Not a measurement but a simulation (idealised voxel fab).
This section sets out a process module, namely voxel self aligned vias.
Square cell edge 5 nm, section width 255 nm, ID cut.
Cross-section, as written here: a square-cell grid given band by band from the top down, where a band holds one or more rows of cells.
Each band's line starts with the height of the band's top and of its bottom, in nm. Then come its materials from left to right, each with its width in nm. One material with "all across" fills the band from edge to edge. "empty" is empty space.
Height is counted from the level 0, under which the received wafer is composed throughout of one material. The lowest of the bands is not closed at the bottom but continues downward, in the notation "0 and below".
Width spec "30->40" -> top row of cells at first value, bottom row at second value, equal per-row change in between.
Given "no change occurred" for a step, no cell of the cross-section differs between before and after that step.
Heads up: "Closed voids list" only lists the empty pockets with no open path to the top that are 8 cells or more, and it writes them as width x height at distance, distance from the left edge, in nm.
On a step's line, text after the settings is the simulator commenting on that step.
If you see "overlay nm" on a step's line and that step has a mask, it's telling you how far right of where it was planned the mask ended up; a negative number means it went left instead.
Process steps (planned):
step 1: RECEIVE (material Si)
step 2: CONFORMAL_DEP (material SiO2; thk nm 10)
step 3: CONFORMAL_DEP (material SiCN; thk nm 5)
step 4: DIRECTIONAL_DEP (material lowk; thk nm 30)
step 5: PATTERN (tone open; mask id LINES; material resist; width nm 25; pitch nm 70; thk nm 15; overlay nm 0)
step 6: DIRECTIONAL_ETCH (etch materials lowk; depth nm 30)
step 7: STRIP (etch materials resist)
step 8: CONFORMAL_DEP (material TiN; thk nm 5)
step 9: FILL_DEP (material Ru; thk nm 5)
step 10: CMP (height nm 45)
step 11: SELECTIVE_ETCH (etch materials W Ru TiN; depth nm 5)
step 12: FILL_DEP (material SiN; thk nm 10)
step 13: CMP (height nm 45)
step 14: DIRECTIONAL_DEP (material lowk; thk nm 15)
step 15: DIRECTIONAL_DEP (material aC; thk nm 10)
step 16: PATTERN (tone open; mask id VIAS; material resist; width nm 45; thk nm 30; overlay nm 0)
step 17: DIRECTIONAL_ETCH (etch materials aC; depth nm 10)
step 18: STRIP (etch materials resist)
step 19: DIRECTIONAL_ETCH (etch materials lowk; depth nm 15)
step 20: DIRECTIONAL_ETCH (etch materials SiN; depth nm 5)
step 21: STRIP (etch materials aC)
step 22: CONFORMAL_DEP (material TiN; thk nm 5)
step 23: FILL_DEP (material Ru; thk nm 5)
step 24: CMP (height nm 60)
step 25: CONFORMAL_DEP (material SiN; thk nm 5)
First wafer, two in total, run as planned:
Wafer at receipt (post step 1), cross-section:
0 and below | Si all across
Closed voids list: none
You're looking at a cross-section of the wafer after step 2:
10 down to 0 | SiO2 all across
Below 0, no change.
You're looking at a cross-section of the wafer after step 3:
15 down to 10 | SiCN all across
Below 10, no change.
You're looking at a cross-section of the wafer after step 4:
45 down to 15 | lowk all across
Below 15, no change.
You're looking at a cross-section of the wafer after step 5:
60 down to 45 | 80 of resist; 25 of empty; 45 of resist; 25 of empty; 80 of resist
Below 45, no change.
You're looking at a cross-section of the wafer after step 6:
60 down to 45 | 80 of resist; 25 of empty; 45 of resist; 25 of empty; 80 of resist
45 down to 15 | 80 of lowk; 25 of empty; 45 of lowk; 25 of empty; 80 of lowk
Below 15, no change.
You're looking at a cross-section of the wafer after step 7:
45 down to 15 | 80 of lowk; 25 of empty; 45 of lowk; 25 of empty; 80 of lowk
Below 15, no change.
You're looking at a cross-section of the wafer after step 8:
50 down to 45 | 85 of TiN; 15 of empty; 55 of TiN; 15 of empty; 85 of TiN
45 down to 20 | 80 of lowk; 5 of TiN; 15 of empty; 5 of TiN; 45 of lowk; 5 of TiN; 15 of empty; 5 of TiN; 80 of lowk
20 down to 15 | 80 of lowk; 25 of TiN; 45 of lowk; 25 of TiN; 80 of lowk
Below 15, no change.
You're looking at a cross-section of the wafer after step 9:
55 down to 50 | Ru all across
50 down to 45 | 85 of TiN; 15 of Ru; 55 of TiN; 15 of Ru; 85 of TiN
45 down to 20 | 80 of lowk; 5 of TiN; 15 of Ru; 5 of TiN; 45 of lowk; 5 of TiN; 15 of Ru; 5 of TiN; 80 of lowk
Below 20, no change.
You're looking at a cross-section of the wafer after step 10:
45 down to 20 | 80 of lowk; 5 of TiN; 15 of Ru; 5 of TiN; 45 of lowk; 5 of TiN; 15 of Ru; 5 of TiN; 80 of lowk
Below 20, no change.
You're looking at a cross-section of the wafer after step 11:
45 down to 40 | 80 of lowk; 25 of empty; 45 of lowk; 25 of empty; 80 of lowk
Below 40, no change.
You're looking at a cross-section of the wafer after step 12:
55 down to 45 | SiN all across
45 down to 40 | 80 of lowk; 25 of SiN; 45 of lowk; 25 of SiN; 80 of lowk
Below 40, no change.
You're looking at a cross-section of the wafer after step 13:
45 down to 40 | 80 of lowk; 25 of SiN; 45 of lowk; 25 of SiN; 80 of lowk
Below 40, no change.
You're looking at a cross-section of the wafer after step 14:
60 down to 45 | lowk all across
Below 45, no change.
You're looking at a cross-section of the wafer after step 15:
70 down to 60 | aC all across
Below 60, no change.
You're looking at a cross-section of the wafer after step 16:
100 down to 70 | 70 of resist; 45 of empty; 140 of resist
Below 70, no change.
You're looking at a cross-section of the wafer after step 17:
90 down to 70 | 70 of resist; 45 of empty; 140 of resist
70 down to 60 | 70 of aC; 45 of empty; 140 of aC
Below 60, no change.
You're looking at a cross-section of the wafer after step 18:
70 down to 60 | 70 of aC; 45 of empty; 140 of aC
Below 60, no change.
You're looking at a cross-section of the wafer after step 19:
70 down to 60 | 70 of aC; 45 of empty; 140 of aC
60 down to 45 | 70 of lowk; 45 of empty; 140 of lowk
Below 45, no change.
You're looking at a cross-section of the wafer after step 20:
70 down to 60 | 70 of aC; 45 of empty; 140 of aC
60 down to 45 | 70 of lowk; 45 of empty; 140 of lowk
45 down to 40 | 80 of lowk; 25 of empty; 45 of lowk; 25 of SiN; 80 of lowk
Below 40, no change.
You're looking at a cross-section of the wafer after step 21:
60 down to 45 | 70 of lowk; 45 of empty; 140 of lowk
Below 45, no change.
You're looking at a cross-section of the wafer after step 22:
65 down to 60 | 75 of TiN; 35 of empty; 145 of TiN
60 down to 50 | 70 of lowk; 5 of TiN; 35 of empty; 5 of TiN; 140 of lowk
50 down to 45 | 70 of lowk; 15 of TiN; 15 of empty; 15 of TiN; 140 of lowk
45 down to 40 | 80 of lowk; 25 of TiN; 45 of lowk; 25 of SiN; 80 of lowk
Below 40, no change.
You're looking at a cross-section of the wafer after step 23:
70 down to 65 | Ru all across
65 down to 60 | 75 of TiN; 35 of Ru; 145 of TiN
60 down to 50 | 70 of lowk; 5 of TiN; 35 of Ru; 5 of TiN; 140 of lowk
50 down to 45 | 70 of lowk; 15 of TiN; 15 of Ru; 15 of TiN; 140 of lowk
Below 45, no change.
You're looking at a cross-section of the wafer after step 24:
60 down to 50 | 70 of lowk; 5 of TiN; 35 of Ru; 5 of TiN; 140 of lowk
Below 50, no change.
You're looking at a cross-section of the wafer after step 25:
65 down to 60 | SiN all across
Below 60, no change.
Here the second wafer is described. Its start and its plan were those of the first wafer. Its run contained one mistake. Up to and including step 4, it did exactly what the first wafer did:
Cross-sectional view of the second wafer at the intended end time of process step 5:
60 down to 45 | 80 of empty; 25 of resist; 45 of empty; 25 of resist; 80 of empty
Below 45, no change.
Cross-sectional view of the second wafer at the intended end time of process step 6:
60 down to 45 | 80 of empty; 25 of resist; 45 of empty; 25 of resist; 80 of empty
45 down to 15 | 80 of empty; 25 of lowk; 45 of empty; 25 of lowk; 80 of empty
Below 15, no change.
Cross-sectional view of the second wafer at the intended end time of process step 7:
45 down to 15 | 80 of empty; 25 of lowk; 45 of empty; 25 of lowk; 80 of empty
Below 15, no change.
Cross-sectional view of the second wafer at the intended end time of process step 8:
50 down to 45 | 75 of empty; 35 of TiN; 35 of empty; 35 of TiN; 75 of empty
45 down to 20 | 75 of empty; 5 of TiN; 25 of lowk; 5 of TiN; 35 of empty; 5 of TiN; 25 of lowk; 5 of TiN; 75 of empty
20 down to 15 | 80 of TiN; 25 of lowk; 45 of TiN; 25 of lowk; 80 of TiN
Below 15, no change.
Cross-sectional view of the second wafer at the intended end time of process step 9:
55 down to 50 | Ru all across
50 down to 45 | 75 of Ru; 35 of TiN; 35 of Ru; 35 of TiN; 75 of Ru
45 down to 20 | 75 of Ru; 5 of TiN; 25 of lowk; 5 of TiN; 35 of Ru; 5 of TiN; 25 of lowk; 5 of TiN; 75 of Ru
Below 20, no change.
Cross-sectional view of the second wafer at the intended end time of process step 10:
45 down to 20 | 75 of Ru; 5 of TiN; 25 of lowk; 5 of TiN; 35 of Ru; 5 of TiN; 25 of lowk; 5 of TiN; 75 of Ru
Below 20, no change.
Cross-sectional view of the second wafer at the intended end time of process step 11:
45 down to 40 | 80 of empty; 25 of lowk; 45 of empty; 25 of lowk; 80 of empty
Below 40, no change.
Cross-sectional view of the second wafer at the intended end time of process step 12:
55 down to 45 | SiN all across
45 down to 40 | 80 of SiN; 25 of lowk; 45 of SiN; 25 of lowk; 80 of SiN
Below 40, no change.
Cross-sectional view of the second wafer at the intended end time of process step 13:
45 down to 40 | 80 of SiN; 25 of lowk; 45 of SiN; 25 of lowk; 80 of SiN
Below 40, no change.
Cross-sectional view of the second wafer at the intended end time of process step 14:
60 down to 45 | lowk all across
Below 45, no change.
Cross-sectional view of the second wafer at the intended end time of process step 15:
70 down to 60 | aC all across
Below 60, no change.
Cross-sectional view of the second wafer at the intended end time of process step 16:
100 down to 70 | 70 of resist; 45 of empty; 140 of resist
Below 70, no change.
Cross-sectional view of the second wafer at the intended end time of process step 17:
90 down to 70 | 70 of resist; 45 of empty; 140 of resist
70 down to 60 | 70 of aC; 45 of empty; 140 of aC
Below 60, no change.
Cross-sectional view of the second wafer at the intended end time of process step 18:
70 down to 60 | 70 of aC; 45 of empty; 140 of aC
Below 60, no change.
Cross-sectional view of the second wafer at the intended end time of process step 19:
70 down to 60 | 70 of aC; 45 of empty; 140 of aC
60 down to 45 | 70 of lowk; 45 of empty; 140 of lowk
Below 45, no change.
Cross-sectional view of the second wafer at the intended end time of process step 20:
70 down to 60 | 70 of aC; 45 of empty; 140 of aC
60 down to 45 | 70 of lowk; 45 of empty; 140 of lowk
45 down to 40 | 70 of SiN; 10 of empty; 25 of lowk; 10 of empty; 35 of SiN; 25 of lowk; 80 of SiN
Below 40, no change.
Cross-sectional view of the second wafer at the intended end time of process step 21:
60 down to 45 | 70 of lowk; 45 of empty; 140 of lowk
Below 45, no change.
Cross-sectional view of the second wafer at the intended end time of process step 22:
65 down to 60 | 75 of TiN; 35 of empty; 145 of TiN
60 down to 50 | 70 of lowk; 5 of TiN; 35 of empty; 5 of TiN; 140 of lowk
50 down to 45 | 70 of lowk; 45 of TiN; 140 of lowk
45 down to 40 | 70 of SiN; 10 of TiN; 25 of lowk; 10 of TiN; 35 of SiN; 25 of lowk; 80 of SiN
Below 40, no change.
Cross-sectional view of the second wafer at the intended end time of process step 23:
70 down to 65 | Ru all across
65 down to 60 | 75 of TiN; 35 of Ru; 145 of TiN
60 down to 50 | 70 of lowk; 5 of TiN; 35 of Ru; 5 of TiN; 140 of lowk
Below 50, no change.
Cross-sectional view of the second wafer at the intended end time of process step 24:
60 down to 50 | 70 of lowk; 5 of TiN; 35 of Ru; 5 of TiN; 140 of lowk
Below 50, no change.
Cross-sectional view of the second wafer at the intended end time of process step 25:
65 down to 60 | SiN all across
Below 60, no change.
Want to know what went wrong? step 5 was not run as planned; what actually ran was PATTERN (tone cover; mask id LINES; material resist; width nm 25; pitch nm 70; thk nm 15; overlay nm 0)
Final cells, second wafer relative to first, materials higher or lower: +121 Ru | +32 SiN | +33 TiN | -186 lowk
